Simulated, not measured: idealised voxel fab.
Presented below is a process module, voxel gate over fins.
The width of the displayed cross-section, cut, is 205 nm; its cells are square, with a size of 5 nm.
Notation: cross-section as square-cell grid; stated in bands, top first, going down; one or more cell rows per band.
What a band's entry tells you: where the top is and where the bottom is, as heights in nm, and after that what lies inside, material by material from left to right, each with its width in nm. Empty space is written as the word "air", and a single material marked with the word "all across" occupies the band from edge to edge.
Height datum 0, below which the as-received substrate wafer is one material. Lowest band open at the bottom, running downward: "0 and below".
A two-number width, for instance "30->40", indicates that the width is equal to the first number in the top row of the band and to the second number in the bottom row, and that it changes by a constant amount per row of cells.
"everything unchanged" for a step: no cell of the cross-section changed in that step.
The label "Closed void catalog" introduces a list of the empty spaces, 8 cells or larger, that have no open way up to the top; each entry in it reads width x height at distance, where the distance is taken from the left edge and all three are stated in nm.
Whatever follows a step's settings on its line is a remark the simulator itself makes about that step.
The line of a step may include "overlay nm". On a step with a mask, this value is how far to the right of its planned place the mask lay. A negative value means the mask lay to the left.

Planned step list for the process
step 1: RECEIVE: material Si
step 2: CONFORMAL_DEP: material SiN, thk nm 5
step 3: PATTERN: tone cover, mask id FINS, material resist, width nm 15, pitch nm 45, thk nm 20, overlay nm 0
step 4: DIRECTIONAL_ETCH: etch materials SiN, depth nm 5
step 5: DIRECTIONAL_ETCH: etch materials Si, depth nm 30
step 6: STRIP: etch materials resist
step 7: FILL_DEP: material SiO2, thk nm 5
step 8: CMP: height nm 5
step 9: SELECTIVE_ETCH: etch materials SiO2, depth nm 20
step 10: STRIP: etch materials SiN
step 11: CONFORMAL_DEP: material HfO2, thk nm 5
step 12: CONFORMAL_DEP: material TiN, thk nm 5
step 13: CONFORMAL_DEP: material TiAl, thk nm 5
step 14: CONFORMAL_DEP: material TiN, thk nm 5
step 15: FILL_DEP: material W, thk nm 15
step 16: CMP: height nm 30
step 17: CONFORMAL_DEP: material SiN, thk nm 10

Cross-section of the incoming wafer, state after step 1
> 0 and below = Si all across
> Closed void catalog: none

First of two wafers, end-of-module section, run followed plan
> 40 down to 30 = SiN all across
> 30 down to 20 = W all across
> 20 down to 15 = W: 50; TiN: 100; W: 55
> 15 down to 10 = W: 50; TiN: 5; TiAl: 90; TiN: 5; W: 55
> 10 down to 5 = W: 50; TiN: 5; TiAl: 5; TiN: 35; TiAl: 10; TiN: 35; TiAl: 5; TiN: 5; W: 55
> 5 down to 0 = TiN: 55; TiAl: 5; TiN: 5; HfO2: 25; TiN: 5; TiAl: 10; TiN: 5; HfO2: 25; TiN: 5; TiAl: 5; TiN: 60
> 0 down to -5 = TiAl: 60; TiN: 5; HfO2: 5; Si: 15; HfO2: 5; TiN: 5; TiAl: 10; TiN: 5; HfO2: 5; Si: 15; HfO2: 5; TiN: 5; TiAl: 65
> -5 down to -10 = TiN: 65; HfO2: 5; Si: 15; HfO2: 5; TiN: 20; HfO2: 5; Si: 15; HfO2: 5; TiN: 70
> -10 down to -15 = HfO2: 70; Si: 15; HfO2: 30; Si: 15; HfO2: 75
> -15 down to -30 = SiO2: 70; Si: 15; SiO2: 30; Si: 15; SiO2: 75
> -30 and below = Si all across
> Closed void catalog: none

So this is wafer number two of the two, cut at the end of the module - it started where the first did and had the same plan, we just got one thing wrong running it
> 40 down to 30 = SiN all across
> 30 down to 15 = W all across
> 15 down to 10 = W: 55; TiN: 90; W: 60
> 10 down to 5 = W: 55; TiN: 5; TiAl: 35; TiN: 10; TiAl: 35; TiN: 5; W: 60
> 5 down to 0 = W: 55; TiN: 5; TiAl: 5; HfO2: 25; TiAl: 5; TiN: 10; TiAl: 5; HfO2: 25; TiAl: 5; TiN: 5; W: 60
> 0 down to -5 = TiN: 60; TiAl: 5; HfO2: 5; Si: 15; HfO2: 5; TiAl: 5; TiN: 10; TiAl: 5; HfO2: 5; Si: 15; HfO2: 5; TiAl: 5; TiN: 65
> -5 down to -10 = TiAl: 65; HfO2: 5; Si: 15; HfO2: 5; TiAl: 20; HfO2: 5; Si: 15; HfO2: 5; TiAl: 70
> -10 down to -15 = HfO2: 70; Si: 15; HfO2: 30; Si: 15; HfO2: 75
> -15 down to -30 = SiO2: 70; Si: 15; SiO2: 30; Si: 15; SiO2: 75
> -30 and below = Si all across
> Closed void catalog: none
Misprocessing identified: step 12 of the plan got skipped, so it never ran
In the final state, the cell counts of the second wafer exceed or fall short of those of the first for the following materials: -47 TiN, +47 W
